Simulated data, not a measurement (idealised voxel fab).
Process module, titled voxel ribs on slabs
The cross-section shown here is cut; it is 170 nm wide and divided into square cells measuring 5 nm on a side.
Heads up, the way a cross-section reads in here is a grid of square cells, handed over as bands from the top down, with every band being one or more rows of cells.
It is stipulated that each band's entry specify, in nanometres, the height of the top of the band and then that of its bottom, followed by the materials of the band in left-to-right sequence, each together with its width in nanometres. A single material marked by the word "full width" is understood to fill the band from edge to edge; the word "air" is understood to denote empty space.
Counting heights begins at 0, where everything beneath is, in the wafer as received, one material. The lowest band has no bottom; it goes on downwards, as "0..down" shows.
Quick explanation for "30->40": the width changes in equal steps down the rows of cells, from the first number in the band's top row to the second number in its bottom row.
Take "nothing altered" at face value: in the step it is given for, the cross-section changed in none of its cells.
Enclosed voids (no open way to top), threshold 8 cells or more, entry "Closed void table", notation width x height at distance, distance from left edge, nm.
Formally, on a step line, whatever follows the settings is a remark that the simulator itself makes on the step.
overlay nm: right-of-plan distance of the mask on a masked step; negative values mean left-of-plan.
-- This section lists the process steps that were planned
1) RECEIVE,material Si
2) DIRECTIONAL_DEP,material SiO2,thk nm 20
3) DIRECTIONAL_DEP,material polySi,thk nm 15
4) MASKED_ETCH,tone cover,mask id RIB,width nm 30,etch materials polySi,depth nm 10,overlay nm 0
5) DIRECTIONAL_DEP,material aC,thk nm 15
6) PATTERN,tone cover,mask id SLAB,material resist,width nm 70,thk nm 35,overlay nm 0
7) DIRECTIONAL_ETCH,etch materials aC,depth nm 15
8) STRIP,etch materials resist
9) DIRECTIONAL_ETCH,etch materials polySi,depth nm 5
10) STRIP,etch materials aC
11) FILL_DEP,material SiO2,thk nm 15
12) CMP,height nm 45
13) DIRECTIONAL_DEP,material W,thk nm 10
14) DIRECTIONAL_DEP,material aC,thk nm 10
15) PATTERN,tone cover,mask id HEATER,material resist,width nm 40,thk nm 25,overlay nm -15
16) DIRECTIONAL_ETCH,etch materials aC,depth nm 10
17) STRIP,etch materials resist
18) DIRECTIONAL_ETCH,etch materials W,depth nm 10
19) STRIP,etch materials aC
20) CONFORMAL_DEP,material SiN,thk nm 10
Don't read the plan's overlay nm for step 15 as applying to every wafer: that's the first wafer's value, and the wafers differ in it, though they all start identical.
-- This is how the first of several wafers looked in cross-section when it arrived, which is after step 1
* 0..down  Si full width
* Closed void table: none
-- Cross-section of the first of several wafers once the module has run through its last step, step 20
* 65..55  air: 40  SiN: 60  air: 70
* 55..45  SiN: 50  W: 40  SiN: 80
* 45..35  SiO2 full width
* 35..25  SiO2: 70  polySi: 30  SiO2: 70
* 25..20  SiO2: 50  polySi: 70  SiO2: 50
* 20..0  SiO2 full width
* 0..down  Si full width
* Closed void table: none
-- A cross-section through the last wafer at the close of the module
* 65..55  air: 70  SiN: 60  air: 40
* 55..45  SiN: 80  W: 40  SiN: 50
* 45..35  SiO2 full width
* 35..25  SiO2: 70  polySi: 30  SiO2: 70
* 25..20  SiO2: 50  polySi: 70  SiO2: 50
* 20..0  SiO2 full width
* 0..down  Si full width
* Closed void table: none
-- Per-wafer rows below. For each material: cells gained (+) or lost (-) since the wafer was received, as of end of module. Then: closed voids
overlay nm -15; +76 SiN; +280 SiO2; +16 W; +26 polySi; Closed void table: none
overlay nm -10; +76 SiN; +280 SiO2; +16 W; +26 polySi; Closed void table: none
overlay nm -5; +76 SiN; +280 SiO2; +16 W; +26 polySi; Closed void table: none
overlay nm 0; +76 SiN; +280 SiO2; +16 W; +26 polySi; Closed void table: none
overlay nm 5; +76 SiN; +280 SiO2; +16 W; +26 polySi; Closed void table: none
overlay nm 10; +76 SiN; +280 SiO2; +16 W; +26 polySi; Closed void table: none
overlay nm 15; +76 SiN; +280 SiO2; +16 W; +26 polySi; Closed void table: none
